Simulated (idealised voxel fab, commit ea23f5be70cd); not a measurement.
process module | voxel ribs on slabs
cross-section cut | 190 nm wide | cells 5 nm
A cross-section is a grid of square cells, given in bands from the top down. A band is one or more rows of cells.
Each band's line starts with the height of the band's top and of its bottom, in nm. Then come its materials from left to right, each with its width in nm. One material with "throughout" fills the band from edge to edge. "air" is empty space.
Height 0 is the level under which the wafer as received is all one material. The lowest band goes on downwards, as in "0 down".
A width such as "30 to 40" changes by the same amount from each row of cells to the next, from the band's top row to its bottom row.
"no change" after a step means that no cell of the cross-section changed.
closed voids: empty space of 8 cells or more with no open way to the top, each as width x height at its distance from the left edge, in nm
after a step's settings: what the simulator itself notes on the step
overlay nm, on a step with a mask: how far to the right of its planned place the mask lay; to the left if negative
plan
1 op RECEIVE | material Si
2 op DIRECTIONAL_DEP | material SiO2 | thk nm 20
3 op DIRECTIONAL_DEP | material SiN | thk nm 15
4 op DIRECTIONAL_DEP | material aC | thk nm 10
5 op PATTERN | tone cover | mask id RIB | material resist | width nm 20 | thk nm 25 | overlay nm 0
6 op DIRECTIONAL_ETCH | etch materials aC | depth nm 10
7 op STRIP | etch materials resist
8 op DIRECTIONAL_ETCH | etch materials SiN | depth nm 10
9 op STRIP | etch materials aC
10 op MASKED_ETCH | tone cover | mask id SLAB | width nm 40 | etch materials SiN | depth nm 5 | overlay nm 0
11 op FILL_DEP | material SiO2 | thk nm 20
12 op CMP | height nm 45
13 op DIRECTIONAL_DEP | material TiN | thk nm 5
14 op MASKED_ETCH | tone cover | mask id HEATER | width nm 30 | etch materials TiN | depth nm 5 | overlay nm 0
15 op CONFORMAL_DEP | material SiO2 | thk nm 5
varied across the wafers: width nm of step 10. The plan shows the first wafer's value. All wafers start alike
first wafer as received, after step 1
  0 down: Si throughout
  closed voids: none
each wafer at the end: cells of each material gained (+) or lost (-) since it was received, then its closed voids
width nm 40 | +16 SiN | +366 SiO2 | +6 TiN | closed voids: none
width nm 45 | +17 SiN | +365 SiO2 | +6 TiN | closed voids: none
width nm 50 | +18 SiN | +364 SiO2 | +6 TiN | closed voids: none
width nm 55 | +19 SiN | +363 SiO2 | +6 TiN | closed voids: none
width nm 60 | +20 SiN | +362 SiO2 | +6 TiN | closed voids: none
width nm 65 | +21 SiN | +361 SiO2 | +6 TiN | closed voids: none
